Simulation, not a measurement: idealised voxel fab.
Process module under the name voxel ribs on slabs
FYI the section here is cut, 140 nm wide, cells are 5 nm squares.
When this document writes out a cross-section, it uses a grid of square cells and lists it as bands, beginning at the top and moving down, with a band standing for one or more rows of cells. Look at the band entry: it leads with the top's height and the bottom's height in nm. Then it lists the materials left to right, with a width in nm for each. The word "edge to edge" on a single material says that material fills the band edge to edge. The word "air" is empty space. The level at which height equals 0 is the one under which the wafer, as it arrives, is entirely one material. No lower edge exists for the bottom band, which continues downward and is notated as in "z 0 and below". It should be noted that a width expressed as "30->40" varies in equal increments from row to row of cells within the band, taking the value of the first number at the top row and that of the second number at the bottom row. "nothing got changed" -> step changed no cross-section cell. "Tabulated closed voids" contains a list of empty spaces, each no smaller than 8 cells and without an open way to the top, written in the form width x height at distance with the distance from the left edge and all three in nm. What comes after the settings on a step's line is commentary from the simulator itself on that step. When a step includes a mask, the "overlay nm" setting on its line states how far to the right of its planned place that mask lay, and negative values state how far to the left.

STEPS PLANNED FOR THE PROCESS
step 1: RECEIVE,material Si
step 2: DIRECTIONAL_DEP,material SiO2,thk nm 20
step 3: DIRECTIONAL_DEP,material SiN,thk nm 15
step 4: DIRECTIONAL_DEP,material aC,thk nm 15
step 5: PATTERN,tone cover,mask id RIB,material resist,width nm 25,thk nm 35,overlay nm 0
step 6: DIRECTIONAL_ETCH,etch materials aC,depth nm 15
step 7: STRIP,etch materials resist
step 8: DIRECTIONAL_ETCH,etch materials SiN,depth nm 10
step 9: STRIP,etch materials aC
step 10: DIRECTIONAL_DEP,material aC,thk nm 10
step 11: PATTERN,tone cover,mask id SLAB,material resist,width nm 75,thk nm 30,overlay nm 0
step 12: DIRECTIONAL_ETCH,etch materials aC,depth nm 10
step 13: STRIP,etch materials resist
step 14: DIRECTIONAL_ETCH,etch materials SiN,depth nm 5
step 15: STRIP,etch materials aC
step 16: FILL_DEP,material SiO2,thk nm 20
step 17: CMP,height nm 50
step 18: DIRECTIONAL_DEP,material W,thk nm 10
step 19: MASKED_ETCH,tone cover,mask id HEATER,width nm 35,etch materials W,depth nm 10,overlay nm 0
step 20: CONFORMAL_DEP,material SiO2,thk nm 10

STEP 1 COMPLETE: CROSS-SECTION OF THE WAFER AS RECEIVED
	z 0 and below | Si edge to edge
	Tabulated closed voids: none

RESULT OF THE MODULE, CROSS-SECTIONED: START PER ABOVE, PLAN PER ABOVE, ONE ERROR IN HOW IT WAS RUN
	z 70 to 60 | air (40)  SiO2 (55)  air (45)
	z 60 to 50 | SiO2 (50)  W (35)  SiO2 (55)
	z 50 to 35 | SiO2 edge to edge
	z 35 to 25 | SiO2 (55)  SiN (25)  SiO2 (60)
	z 25 to 20 | SiO2 (35)  SiN (75)  SiO2 (30)
	z 20 to 0 | SiO2 edge to edge
	z 0 and below | Si edge to edge
	Tabulated closed voids: none
The plan and the run diverged here: heads up, step 11 didn't go per plan, it actually ran as PATTERN,tone cover,mask id SLAB,material resist,width nm 75,thk nm 30,overlay nm 5
